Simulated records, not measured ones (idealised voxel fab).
You're looking at the process module voxel wiring stack.
Pictured: cross-section cut, 245 nm wide, on a grid of 5 nm square cells.
Cross-section format: a grid of square cells, given as bands from top to bottom; each band is one or more rows of cells. For a band, the entry starts with two heights in nm, that of the top and then that of the bottom, and carries on with the band's materials in order from left to right, each alongside its width in nm; the word "everywhere" beside a single material means it fills the band edge to edge, and "air" means empty space. Heights are expressed relative to 0, this being the level below which the as-received wafer comprises one material exclusively. The lowest band is unbounded in the downward direction and is denoted as in "top 0, no bottom". Note: "30->40" means the width goes from the first number (top row of the band) to the second number (bottom row) in equal steps per row of cells. You'll sometimes find "identical to before" written for a step, and that's the way of saying that nowhere in the cross-section did a cell change during that step. Heads up: "Closed void register" only lists the empty pockets with no open path to the top that are 8 cells or more, and it writes them as width x height at distance, distance from the left edge, in nm. Text after the settings on a step's line: the simulator's own remark on that step. If you see "overlay nm" on a step's line and that step has a mask, it's telling you how far right of where it was planned the mask ended up; a negative number means it went left instead.
**These are the steps we planned for the process**
step 1: RECEIVE: material Si
step 2: CONFORMAL_DEP: material SiO2, thk nm 10
step 3: CONFORMAL_DEP: material SiCN, thk nm 5
step 4: DIRECTIONAL_DEP: material SiO2, thk nm 20
step 5: MASKED_ETCH: tone open, mask id METAL_1, width nm 30, pitch nm 60, etch materials SiO2, depth nm 20, overlay nm 0
step 6: MASKED_ETCH: tone open, mask id METAL_1, width nm 30, pitch nm 60, etch materials SiCN, depth nm 5, overlay nm 0
step 7: CONFORMAL_DEP: material TiN, thk nm 5
step 8: FILL_DEP: material W, thk nm 10
step 9: CMP: height nm 35
step 10: CONFORMAL_DEP: material SiCN, thk nm 5
step 11: DIRECTIONAL_DEP: material lowk, thk nm 20
step 12: PATTERN: tone open, mask id PLUG_1, material resist, width nm 15, pitch nm 60, thk nm 15, overlay nm 0
step 13: DIRECTIONAL_ETCH: etch materials lowk, depth nm 20
step 14: DIRECTIONAL_ETCH: etch materials SiCN, depth nm 5
step 15: STRIP: etch materials resist
step 16: EPI: material Ru, thk nm 10
step 17: EPI: material Ru, thk nm 10
step 18: EPI: material Ru, thk nm 5
step 19: DIRECTIONAL_DEP: material TiN, thk nm 5
step 20: DIRECTIONAL_DEP: material Ru, thk nm 25
step 21: PATTERN: tone cover, mask id METAL_2, material resist, width nm 30, pitch nm 60, thk nm 15, overlay nm 0
step 22: DIRECTIONAL_ETCH: etch materials Ru, depth nm 25
step 23: DIRECTIONAL_ETCH: etch materials TiN, depth nm 5
step 24: STRIP: etch materials resist
step 25: FILL_DEP: material lowk, thk nm 10
step 26: CMP: height nm 90
step 27: CONFORMAL_DEP: material SiCN, thk nm 5
step 28: DIRECTIONAL_DEP: material SiO2, thk nm 30
step 29: PATTERN: tone open, mask id METAL_3, material resist, width nm 30, pitch nm 60, thk nm 20, overlay nm 0
step 30: DIRECTIONAL_ETCH: etch materials SiO2, depth nm 20
step 31: STRIP: etch materials resist
step 32: PATTERN: tone open, mask id METAL_3_HOLES, material resist, width nm 15, pitch nm 60, thk nm 15, overlay nm 0
step 33: DIRECTIONAL_ETCH: etch materials SiO2, depth nm 10
step 34: DIRECTIONAL_ETCH: etch materials SiCN, depth nm 5
step 35: STRIP: etch materials resist
step 36: CONFORMAL_DEP: material TiN, thk nm 5
step 37: FILL_DEP: material Ru, thk nm 5
step 38: CMP: height nm 125
step 39: CONFORMAL_DEP: material SiCN, thk nm 5
**First of two wafers - as planned**
**Shown in cross-section is the wafer as received, that is, as it stands after step 1**
top 0, no bottom  Si everywhere
Closed void register: none
**You're looking at a cross-section of the wafer after step 2**
top 10, bottom 0  SiO2 everywhere
Lower than 0, everything is as it was.
**You're looking at a cross-section of the wafer after step 3**
top 15, bottom 10  SiCN everywhere
Lower than 10, everything is as it was.
**You're looking at a cross-section of the wafer after step 4**
top 35, bottom 15  SiO2 everywhere
Lower than 15, everything is as it was.
**You're looking at a cross-section of the wafer after step 5**
top 35, bottom 15  SiO2 45 | air 30 | SiO2 30 | air 30 | SiO2 30 | air 30 | SiO2 50
Lower than 15, everything is as it was.
**You're looking at a cross-section of the wafer after step 6**
top 35, bottom 15  SiO2 45 | air 30 | SiO2 30 | air 30 | SiO2 30 | air 30 | SiO2 50
top 15, bottom 10  SiCN 45 | air 30 | SiCN 30 | air 30 | SiCN 30 | air 30 | SiCN 50
Lower than 10, everything is as it was.
**You're looking at a cross-section of the wafer after step 7**
top 40, bottom 35  TiN 50 | air 20 | TiN 40 | air 20 | TiN 40 | air 20 | TiN 55
top 35, bottom 15  SiO2 45 | TiN 5 | air 20 | TiN 5 | SiO2 30 | TiN 5 | air 20 | TiN 5 | SiO2 30 | TiN 5 | air 20 | TiN 5 | SiO2 50
top 15, bottom 10  SiCN 45 | TiN 30 | SiCN 30 | TiN 30 | SiCN 30 | TiN 30 | SiCN 50
Lower than 10, everything is as it was.
**You're looking at a cross-section of the wafer after step 8**
top 50, bottom 40  W everywhere
top 40, bottom 35  TiN 50 | W 20 | TiN 40 | W 20 | TiN 40 | W 20 | TiN 55
top 35, bottom 15  SiO2 45 | TiN 5 | W 20 | TiN 5 | SiO2 30 | TiN 5 | W 20 | TiN 5 | SiO2 30 | TiN 5 | W 20 | TiN 5 | SiO2 50
Lower than 15, everything is as it was.
**You're looking at a cross-section of the wafer after step 9**
top 35, bottom 15  SiO2 45 | TiN 5 | W 20 | TiN 5 | SiO2 30 | TiN 5 | W 20 | TiN 5 | SiO2 30 | TiN 5 | W 20 | TiN 5 | SiO2 50
Lower than 15, everything is as it was.
**You're looking at a cross-section of the wafer after step 10**
top 40, bottom 35  SiCN everywhere
Lower than 35, everything is as it was.
**You're looking at a cross-section of the wafer after step 11**
top 60, bottom 40  lowk everywhere
Lower than 40, everything is as it was.
**You're looking at a cross-section of the wafer after step 12**
top 75, bottom 60  resist 45 | air 15 | resist 45 | air 15 | resist 45 | air 15 | resist 65
Lower than 60, everything is as it was.
**You're looking at a cross-section of the wafer after step 13**
top 75, bottom 60  resist 45 | air 15 | resist 45 | air 15 | resist 45 | air 15 | resist 65
top 60, bottom 40  lowk 45 | air 15 | lowk 45 | air 15 | lowk 45 | air 15 | lowk 65
Lower than 40, everything is as it was.
**You're looking at a cross-section of the wafer after step 14**
top 75, bottom 60  resist 45 | air 15 | resist 45 | air 15 | resist 45 | air 15 | resist 65
top 60, bottom 40  lowk 45 | air 15 | lowk 45 | air 15 | lowk 45 | air 15 | lowk 65
top 40, bottom 35  SiCN 45 | air 15 | SiCN 45 | air 15 | SiCN 45 | air 15 | SiCN 65
Lower than 35, everything is as it was.
**You're looking at a cross-section of the wafer after step 15**
top 60, bottom 40  lowk 45 | air 15 | lowk 45 | air 15 | lowk 45 | air 15 | lowk 65
Lower than 40, everything is as it was.
**You're looking at a cross-section of the wafer after step 16**
top 60, bottom 45  lowk 45 | air 15 | lowk 45 | air 15 | lowk 45 | air 15 | lowk 65
top 45, bottom 40  lowk 45 | Ru 15 | lowk 45 | Ru 15 | lowk 45 | Ru 15 | lowk 65
top 40, bottom 35  SiCN 45 | Ru 15 | SiCN 45 | Ru 15 | SiCN 45 | Ru 15 | SiCN 65
Lower than 35, everything is as it was.
**You're looking at a cross-section of the wafer after step 17**
top 60, bottom 55  lowk 45 | air 15 | lowk 45 | air 15 | lowk 45 | air 15 | lowk 65
top 55, bottom 40  lowk 45 | Ru 15 | lowk 45 | Ru 15 | lowk 45 | Ru 15 | lowk 65
Lower than 40, everything is as it was.
**You're looking at a cross-section of the wafer after step 18**
top 60, bottom 40  lowk 45 | Ru 15 | lowk 45 | Ru 15 | lowk 45 | Ru 15 | lowk 65
Lower than 40, everything is as it was.
**You're looking at a cross-section of the wafer after step 19**
top 65, bottom 60  TiN everywhere
Lower than 60, everything is as it was.
**You're looking at a cross-section of the wafer after step 20**
top 90, bottom 65  Ru everywhere
Lower than 65, everything is as it was.
**You're looking at a cross-section of the wafer after step 21**
top 105, bottom 90  air 45 | resist 30 | air 30 | resist 30 | air 30 | resist 30 | air 50
Lower than 90, everything is as it was.
**You're looking at a cross-section of the wafer after step 22**
top 105, bottom 90  air 45 | resist 30 | air 30 | resist 30 | air 30 | resist 30 | air 50
top 90, bottom 65  air 45 | Ru 30 | air 30 | Ru 30 | air 30 | Ru 30 | air 50
Lower than 65, everything is as it was.
**You're looking at a cross-section of the wafer after step 23**
top 105, bottom 90  air 45 | resist 30 | air 30 | resist 30 | air 30 | resist 30 | air 50
top 90, bottom 65  air 45 | Ru 30 | air 30 | Ru 30 | air 30 | Ru 30 | air 50
top 65, bottom 60  air 45 | TiN 30 | air 30 | TiN 30 | air 30 | TiN 30 | air 50
Lower than 60, everything is as it was.
**You're looking at a cross-section of the wafer after step 24**
top 90, bottom 65  air 45 | Ru 30 | air 30 | Ru 30 | air 30 | Ru 30 | air 50
Lower than 65, everything is as it was.
**You're looking at a cross-section of the wafer after step 25**
top 100, bottom 90  lowk everywhere
top 90, bottom 65  lowk 45 | Ru 30 | lowk 30 | Ru 30 | lowk 30 | Ru 30 | lowk 50
top 65, bottom 60  lowk 45 | TiN 30 | lowk 30 | TiN 30 | lowk 30 | TiN 30 | lowk 50
Lower than 60, everything is as it was.
**You're looking at a cross-section of the wafer after step 26**
top 90, bottom 65  lowk 45 | Ru 30 | lowk 30 | Ru 30 | lowk 30 | Ru 30 | lowk 50
Lower than 65, everything is as it was.
**You're looking at a cross-section of the wafer after step 27**
top 95, bottom 90  SiCN everywhere
Lower than 90, everything is as it was.
**You're looking at a cross-section of the wafer after step 28**
top 125, bottom 95  SiO2 everywhere
Lower than 95, everything is as it was.
**You're looking at a cross-section of the wafer after step 29**
top 145, bottom 125  resist 45 | air 30 | resist 30 | air 30 | resist 30 | air 30 | resist 50
Lower than 125, everything is as it was.
**You're looking at a cross-section of the wafer after step 30**
top 145, bottom 125  resist 45 | air 30 | resist 30 | air 30 | resist 30 | air 30 | resist 50
top 125, bottom 105  SiO2 45 | air 30 | SiO2 30 | air 30 | SiO2 30 | air 30 | SiO2 50
Lower than 105, everything is as it was.
**You're looking at a cross-section of the wafer after step 31**
top 125, bottom 105  SiO2 45 | air 30 | SiO2 30 | air 30 | SiO2 30 | air 30 | SiO2 50
Lower than 105, everything is as it was.
**You're looking at a cross-section of the wafer after step 32**
top 140, bottom 125  resist 45 | air 15 | resist 45 | air 15 | resist 45 | air 15 | resist 65
top 125, bottom 105  SiO2 45 | air 15 | resist 15 | SiO2 30 | air 15 | resist 15 | SiO2 30 | air 15 | resist 15 | SiO2 50
Lower than 105, everything is as it was.
**You're looking at a cross-section of the wafer after step 33**
top 140, bottom 125  resist 45 | air 15 | resist 45 | air 15 | resist 45 | air 15 | resist 65
top 125, bottom 105  SiO2 45 | air 15 | resist 15 | SiO2 30 | air 15 | resist 15 | SiO2 30 | air 15 | resist 15 | SiO2 50
top 105, bottom 95  SiO2 45 | air 15 | SiO2 45 | air 15 | SiO2 45 | air 15 | SiO2 65
Lower than 95, everything is as it was.
**You're looking at a cross-section of the wafer after step 34**
top 140, bottom 125  resist 45 | air 15 | resist 45 | air 15 | resist 45 | air 15 | resist 65
top 125, bottom 105  SiO2 45 | air 15 | resist 15 | SiO2 30 | air 15 | resist 15 | SiO2 30 | air 15 | resist 15 | SiO2 50
top 105, bottom 95  SiO2 45 | air 15 | SiO2 45 | air 15 | SiO2 45 | air 15 | SiO2 65
top 95, bottom 90  SiCN 45 | air 15 | SiCN 45 | air 15 | SiCN 45 | air 15 | SiCN 65
Lower than 90, everything is as it was.
**You're looking at a cross-section of the wafer after step 35**
top 125, bottom 105  SiO2 45 | air 30 | SiO2 30 | air 30 | SiO2 30 | air 30 | SiO2 50
Lower than 105, everything is as it was.
**You're looking at a cross-section of the wafer after step 36**
top 130, bottom 125  TiN 50 | air 20 | TiN 40 | air 20 | TiN 40 | air 20 | TiN 55
top 125, bottom 110  SiO2 45 | TiN 5 | air 20 | TiN 5 | SiO2 30 | TiN 5 | air 20 | TiN 5 | SiO2 30 | TiN 5 | air 20 | TiN 5 | SiO2 50
top 110, bottom 105  SiO2 45 | TiN 5 | air 5 | TiN 20 | SiO2 30 | TiN 5 | air 5 | TiN 20 | SiO2 30 | TiN 5 | air 5 | TiN 20 | SiO2 50
top 105, bottom 95  SiO2 45 | TiN 5 | air 5 | TiN 5 | SiO2 45 | TiN 5 | air 5 | TiN 5 | SiO2 45 | TiN 5 | air 5 | TiN 5 | SiO2 65
top 95, bottom 90  SiCN 45 | TiN 15 | SiCN 45 | TiN 15 | SiCN 45 | TiN 15 | SiCN 65
Lower than 90, everything is as it was.
**You're looking at a cross-section of the wafer after step 37**
top 135, bottom 130  Ru everywhere
top 130, bottom 125  TiN 50 | Ru 20 | TiN 40 | Ru 20 | TiN 40 | Ru 20 | TiN 55
top 125, bottom 110  SiO2 45 | TiN 5 | Ru 20 | TiN 5 | SiO2 30 | TiN 5 | Ru 20 | TiN 5 | SiO2 30 | TiN 5 | Ru 20 | TiN 5 | SiO2 50
top 110, bottom 105  SiO2 45 | TiN 5 | Ru 5 | TiN 20 | SiO2 30 | TiN 5 | Ru 5 | TiN 20 | SiO2 30 | TiN 5 | Ru 5 | TiN 20 | SiO2 50
top 105, bottom 95  SiO2 45 | TiN 5 | Ru 5 | TiN 5 | SiO2 45 | TiN 5 | Ru 5 | TiN 5 | SiO2 45 | TiN 5 | Ru 5 | TiN 5 | SiO2 65
Lower than 95, everything is as it was.
**You're looking at a cross-section of the wafer after step 38**
top 125, bottom 110  SiO2 45 | TiN 5 | Ru 20 | TiN 5 | SiO2 30 | TiN 5 | Ru 20 | TiN 5 | SiO2 30 | TiN 5 | Ru 20 | TiN 5 | SiO2 50
Lower than 110, everything is as it was.
**You're looking at a cross-section of the wafer after step 39**
top 130, bottom 125  SiCN everywhere
Lower than 125, everything is as it was.
**The second wafer was prepared from the same starting point and under the same plan as the first; its processing contained one mistake, and it remains indistinguishable from the first wafer up to and including step 8**
Cross-section of the second wafer corresponding to the planned conclusion of step 9: identical to before
**Cross-section of the second wafer corresponding to the planned conclusion of step 10**
top 55, bottom 50  SiCN everywhere
Lower than 50, everything is as it was.
**Cross-section of the second wafer corresponding to the planned conclusion of step 11**
top 75, bottom 55  lowk everywhere
Lower than 55, everything is as it was.
**Cross-section of the second wafer corresponding to the planned conclusion of step 12**
top 90, bottom 75  resist 45 | air 15 | resist 45 | air 15 | resist 45 | air 15 | resist 65
Lower than 75, everything is as it was.
**Cross-section of the second wafer corresponding to the planned conclusion of step 13**
top 90, bottom 75  resist 45 | air 15 | resist 45 | air 15 | resist 45 | air 15 | resist 65
top 75, bottom 55  lowk 45 | air 15 | lowk 45 | air 15 | lowk 45 | air 15 | lowk 65
Lower than 55, everything is as it was.
**Cross-section of the second wafer corresponding to the planned conclusion of step 14**
top 90, bottom 75  resist 45 | air 15 | resist 45 | air 15 | resist 45 | air 15 | resist 65
top 75, bottom 55  lowk 45 | air 15 | lowk 45 | air 15 | lowk 45 | air 15 | lowk 65
top 55, bottom 50  SiCN 45 | air 15 | SiCN 45 | air 15 | SiCN 45 | air 15 | SiCN 65
Lower than 50, everything is as it was.
**Cross-section of the second wafer corresponding to the planned conclusion of step 15**
top 75, bottom 55  lowk 45 | air 15 | lowk 45 | air 15 | lowk 45 | air 15 | lowk 65
Lower than 55, everything is as it was.
**Cross-section of the second wafer corresponding to the planned conclusion of step 16**
top 75, bottom 60  lowk 45 | air 15 | lowk 45 | air 15 | lowk 45 | air 15 | lowk 65
top 60, bottom 55  lowk 45 | Ru 15 | lowk 45 | Ru 15 | lowk 45 | Ru 15 | lowk 65
top 55, bottom 50  SiCN 45 | Ru 15 | SiCN 45 | Ru 15 | SiCN 45 | Ru 15 | SiCN 65
Lower than 50, everything is as it was.
**Cross-section of the second wafer corresponding to the planned conclusion of step 17**
top 75, bottom 70  lowk 45 | air 15 | lowk 45 | air 15 | lowk 45 | air 15 | lowk 65
top 70, bottom 55  lowk 45 | Ru 15 | lowk 45 | Ru 15 | lowk 45 | Ru 15 | lowk 65
Lower than 55, everything is as it was.
**Cross-section of the second wafer corresponding to the planned conclusion of step 18**
top 75, bottom 55  lowk 45 | Ru 15 | lowk 45 | Ru 15 | lowk 45 | Ru 15 | lowk 65
Lower than 55, everything is as it was.
**Cross-section of the second wafer corresponding to the planned conclusion of step 19**
top 80, bottom 75  TiN everywhere
Lower than 75, everything is as it was.
**Cross-section of the second wafer corresponding to the planned conclusion of step 20**
top 105, bottom 80  Ru everywhere
Lower than 80, everything is as it was.
**Cross-section of the second wafer corresponding to the planned conclusion of step 21**
top 120, bottom 105  air 45 | resist 30 | air 30 | resist 30 | air 30 | resist 30 | air 50
Lower than 105, everything is as it was.
**Cross-section of the second wafer corresponding to the planned conclusion of step 22**
top 120, bottom 105  air 45 | resist 30 | air 30 | resist 30 | air 30 | resist 30 | air 50
top 105, bottom 80  air 45 | Ru 30 | air 30 | Ru 30 | air 30 | Ru 30 | air 50
Lower than 80, everything is as it was.
**Cross-section of the second wafer corresponding to the planned conclusion of step 23**
top 120, bottom 105  air 45 | resist 30 | air 30 | resist 30 | air 30 | resist 30 | air 50
top 105, bottom 80  air 45 | Ru 30 | air 30 | Ru 30 | air 30 | Ru 30 | air 50
top 80, bottom 75  air 45 | TiN 30 | air 30 | TiN 30 | air 30 | TiN 30 | air 50
Lower than 75, everything is as it was.
**Cross-section of the second wafer corresponding to the planned conclusion of step 24**
top 105, bottom 80  air 45 | Ru 30 | air 30 | Ru 30 | air 30 | Ru 30 | air 50
Lower than 80, everything is as it was.
**Cross-section of the second wafer corresponding to the planned conclusion of step 25**
top 115, bottom 105  lowk everywhere
top 105, bottom 80  lowk 45 | Ru 30 | lowk 30 | Ru 30 | lowk 30 | Ru 30 | lowk 50
top 80, bottom 75  lowk 45 | TiN 30 | lowk 30 | TiN 30 | lowk 30 | TiN 30 | lowk 50
Lower than 75, everything is as it was.
**Cross-section of the second wafer corresponding to the planned conclusion of step 26**
top 90, bottom 80  lowk 45 | Ru 30 | lowk 30 | Ru 30 | lowk 30 | Ru 30 | lowk 50
Lower than 80, everything is as it was.
**Cross-section of the second wafer corresponding to the planned conclusion of step 27**
top 95, bottom 90  SiCN everywhere
Lower than 90, everything is as it was.
**Cross-section of the second wafer corresponding to the planned conclusion of step 28**
top 125, bottom 95  SiO2 everywhere
Lower than 95, everything is as it was.
**Cross-section of the second wafer corresponding to the planned conclusion of step 29**
top 145, bottom 125  resist 45 | air 30 | resist 30 | air 30 | resist 30 | air 30 | resist 50
Lower than 125, everything is as it was.
**Cross-section of the second wafer corresponding to the planned conclusion of step 30**
top 145, bottom 125  resist 45 | air 30 | resist 30 | air 30 | resist 30 | air 30 | resist 50
top 125, bottom 105  SiO2 45 | air 30 | SiO2 30 | air 30 | SiO2 30 | air 30 | SiO2 50
Lower than 105, everything is as it was.
**Cross-section of the second wafer corresponding to the planned conclusion of step 31**
top 125, bottom 105  SiO2 45 | air 30 | SiO2 30 | air 30 | SiO2 30 | air 30 | SiO2 50
Lower than 105, everything is as it was.
**Cross-section of the second wafer corresponding to the planned conclusion of step 32**
top 140, bottom 125  resist 45 | air 15 | resist 45 | air 15 | resist 45 | air 15 | resist 65
top 125, bottom 105  SiO2 45 | air 15 | resist 15 | SiO2 30 | air 15 | resist 15 | SiO2 30 | air 15 | resist 15 | SiO2 50
Lower than 105, everything is as it was.
**Cross-section of the second wafer corresponding to the planned conclusion of step 33**
top 140, bottom 125  resist 45 | air 15 | resist 45 | air 15 | resist 45 | air 15 | resist 65
top 125, bottom 105  SiO2 45 | air 15 | resist 15 | SiO2 30 | air 15 | resist 15 | SiO2 30 | air 15 | resist 15 | SiO2 50
top 105, bottom 95  SiO2 45 | air 15 | SiO2 45 | air 15 | SiO2 45 | air 15 | SiO2 65
Lower than 95, everything is as it was.
**Cross-section of the second wafer corresponding to the planned conclusion of step 34**
top 140, bottom 125  resist 45 | air 15 | resist 45 | air 15 | resist 45 | air 15 | resist 65
top 125, bottom 105  SiO2 45 | air 15 | resist 15 | SiO2 30 | air 15 | resist 15 | SiO2 30 | air 15 | resist 15 | SiO2 50
top 105, bottom 95  SiO2 45 | air 15 | SiO2 45 | air 15 | SiO2 45 | air 15 | SiO2 65
top 95, bottom 90  SiCN 45 | air 15 | SiCN 45 | air 15 | SiCN 45 | air 15 | SiCN 65
Lower than 90, everything is as it was.
**Cross-section of the second wafer corresponding to the planned conclusion of step 35**
top 125, bottom 105  SiO2 45 | air 30 | SiO2 30 | air 30 | SiO2 30 | air 30 | SiO2 50
Lower than 105, everything is as it was.
**Cross-section of the second wafer corresponding to the planned conclusion of step 36**
top 130, bottom 125  TiN 50 | air 20 | TiN 40 | air 20 | TiN 40 | air 20 | TiN 55
top 125, bottom 110  SiO2 45 | TiN 5 | air 20 | TiN 5 | SiO2 30 | TiN 5 | air 20 | TiN 5 | SiO2 30 | TiN 5 | air 20 | TiN 5 | SiO2 50
top 110, bottom 105  SiO2 45 | TiN 5 | air 5 | TiN 20 | SiO2 30 | TiN 5 | air 5 | TiN 20 | SiO2 30 | TiN 5 | air 5 | TiN 20 | SiO2 50
top 105, bottom 95  SiO2 45 | TiN 5 | air 5 | TiN 5 | SiO2 45 | TiN 5 | air 5 | TiN 5 | SiO2 45 | TiN 5 | air 5 | TiN 5 | SiO2 65
top 95, bottom 90  SiCN 45 | TiN 15 | SiCN 45 | TiN 15 | SiCN 45 | TiN 15 | SiCN 65
Lower than 90, everything is as it was.
**Cross-section of the second wafer corresponding to the planned conclusion of step 37**
top 135, bottom 130  Ru everywhere
top 130, bottom 125  TiN 50 | Ru 20 | TiN 40 | Ru 20 | TiN 40 | Ru 20 | TiN 55
top 125, bottom 110  SiO2 45 | TiN 5 | Ru 20 | TiN 5 | SiO2 30 | TiN 5 | Ru 20 | TiN 5 | SiO2 30 | TiN 5 | Ru 20 | TiN 5 | SiO2 50
top 110, bottom 105  SiO2 45 | TiN 5 | Ru 5 | TiN 20 | SiO2 30 | TiN 5 | Ru 5 | TiN 20 | SiO2 30 | TiN 5 | Ru 5 | TiN 20 | SiO2 50
top 105, bottom 95  SiO2 45 | TiN 5 | Ru 5 | TiN 5 | SiO2 45 | TiN 5 | Ru 5 | TiN 5 | SiO2 45 | TiN 5 | Ru 5 | TiN 5 | SiO2 65
Lower than 95, everything is as it was.
**Cross-section of the second wafer corresponding to the planned conclusion of step 38**
top 125, bottom 110  SiO2 45 | TiN 5 | Ru 20 | TiN 5 | SiO2 30 | TiN 5 | Ru 20 | TiN 5 | SiO2 30 | TiN 5 | Ru 20 | TiN 5 | SiO2 50
Lower than 110, everything is as it was.
**Cross-section of the second wafer corresponding to the planned conclusion of step 39**
top 130, bottom 125  SiCN everywhere
Lower than 125, everything is as it was.
What was the processing mistake? no execution of plan step 9; skipped
Looking at both finished wafers in cells, the second ends up ahead of or behind the first on some materials: 54 fewer of Ru | 37 more of TiN | 110 more of W | 93 fewer of lowk
